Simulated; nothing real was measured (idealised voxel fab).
process module | voxel spacer lines
cross-section cut | 280 nm wide | cells 5 nm
A cross-section is a grid of square cells, given in bands from the top down. A band is one or more rows of cells.
Each band's line starts with the height of the band's top and of its bottom, in nm. Then come its materials from left to right, each with its width in nm. One material with "throughout" fills the band from edge to edge. "air" is empty space.
Height 0 is the level under which the wafer as received is all one material. The lowest band goes on downwards, as in "0 down".
A width such as "30 to 40" changes by the same amount from each row of cells to the next, from the band's top row to its bottom row.
"no change" after a step means that no cell of the cross-section changed.
closed voids: empty space of 8 cells or more with no open way to the top, each as width x height at its distance from the left edge, in nm
after a step's settings: what the simulator itself notes on the step
overlay nm, on a step with a mask: how far to the right of its planned place the mask lay; to the left if negative
plan
1 op RECEIVE | material Si
2 op CONFORMAL_DEP | material Al2O3 | thk nm 5
3 op DIRECTIONAL_DEP | material SiN | thk nm 20
4 op DIRECTIONAL_DEP | material polySi | thk nm 25
5 op PATTERN | tone cover | mask id MANDREL | material resist | width nm 15 | pitch nm 60 | thk nm 30 | overlay nm 0
6 op DIRECTIONAL_ETCH | etch materials polySi | depth nm 25
7 op STRIP | etch materials resist
8 op CONFORMAL_DEP | material SiO2 | thk nm 10
9 op DIRECTIONAL_ETCH | etch materials SiO2 | depth nm 10
10 op STRIP | etch materials polySi
11 op DIRECTIONAL_ETCH | etch materials SiN | depth nm 20
12 op STRIP | etch materials SiO2
varied across the wafers: width nm of step 5. The plan shows the first wafer's value. All wafers start alike
first wafer as received, after step 1
  0 down: Si throughout
  closed voids: none
first wafer at the end, after step 12
  25 to 5: air 65 | SiN 10 | air 15 | SiN 10 | air 25 | SiN 10 | air 15 | SiN 10 | air 25 | SiN 10 | air 15 | SiN 10 | air 60
  5 to 0: Al2O3 throughout
  0 down: Si throughout
  closed voids: none
last wafer at the end
  25 to 5: air 55 | SiN 10 | air 35 | SiN 10 | air 5 | SiN 10 | air 35 | SiN 10 | air 5 | SiN 10 | air 35 | SiN 10 | air 50
  5 to 0: Al2O3 throughout
  0 down: Si throughout
  closed voids: none
each wafer at the end: cells of each material gained (+) or lost (-) since it was received, then its closed voids
width nm 15 | +56 Al2O3 | +48 SiN | closed voids: none
width nm 20 | +56 Al2O3 | +48 SiN | closed voids: none
width nm 25 | +56 Al2O3 | +48 SiN | closed voids: none
width nm 30 | +56 Al2O3 | +48 SiN | closed voids: none
width nm 35 | +56 Al2O3 | +48 SiN | closed voids: none
